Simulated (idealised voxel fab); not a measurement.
Process module heading - voxel tone inversion
In the cross-section labelled cut, the width is 270 nm and each square cell is 5 nm.
Think of the cross-section as a grid of square cells. We describe it in bands, top to bottom, and each band covers one or more rows of those cells. It is stipulated that each band's entry specify, in nanometres, the height of the top of the band and then that of its bottom, followed by the materials of the band in left-to-right sequence, each together with its width in nanometres. A single material marked by the word "throughout" is understood to fill the band from edge to edge; the word "empty" is understood to denote empty space. Heights are measured from 0, the level below which the as-received wafer is all one material; the lowest band has no bottom and continues downward, written as in "z 0 and below". A width such as "30 to 40" changes by the same amount from each row of cells to the next, from the band's top row to its bottom row. No cell of the cross-section changed in a step that is given as "no alterations made". Under "Fully sealed voids" you'll find the enclosed gaps, the ones with no way out to the top, that are 8 cells or bigger; each reads width x height at distance, with distance counted from the left edge, everything in nm. The remark found on a step's line after its settings is issued by the simulator itself and pertains to that step. If you see "overlay nm" on a step's line and that step has a mask, it's telling you how far right of where it was planned the mask ended up; a negative number means it went left instead.
# The steps planned for the process are as follows
1. RECEIVE | material Si
2. CONFORMAL_DEP | material SiCN | thk nm 5
3. DIRECTIONAL_DEP | material aC | thk nm 15
4. PATTERN | tone cover | mask id POSTS | material resist | width nm 25 | pitch nm 55 | thk nm 20 | overlay nm 0
5. DIRECTIONAL_ETCH | etch materials aC | depth nm 15
6. STRIP | etch materials resist
7. FILL_DEP | material lowk | thk nm 5
8. CMP | height nm 20
9. STRIP | etch materials aC
# Cross-section, incoming material, after step 1
- z 0 and below  Si throughout
- Fully sealed voids: none
# End-of-module XS, first of two wafers, run as planned
- z 20 to 5  lowk: 65, then empty: 25, then lowk: 30, then empty: 25, then lowk: 30, then empty: 25, then lowk: 70
- z 5 to 0  SiCN throughout
- z 0 and below  Si throughout
- Fully sealed voids: none
# What the second wafer looks like in cross-section once the module is done. Its start and its plan matched the first wafer's exactly; what differed was one mistake in how it was run
- z 20 to 15  lowk: 65, then empty: 25, then lowk: 30, then empty: 25, then lowk: 30, then empty: 25, then lowk: 70
- z 15 to 0  SiCN throughout
- z 0 and below  Si throughout
- Fully sealed voids: none
Diagnosis: step 2 ran as: CONFORMAL_DEP | material SiCN | thk nm 15
Cell-count delta at end, second wafer over first, by material: +108 SiCN; -78 lowk
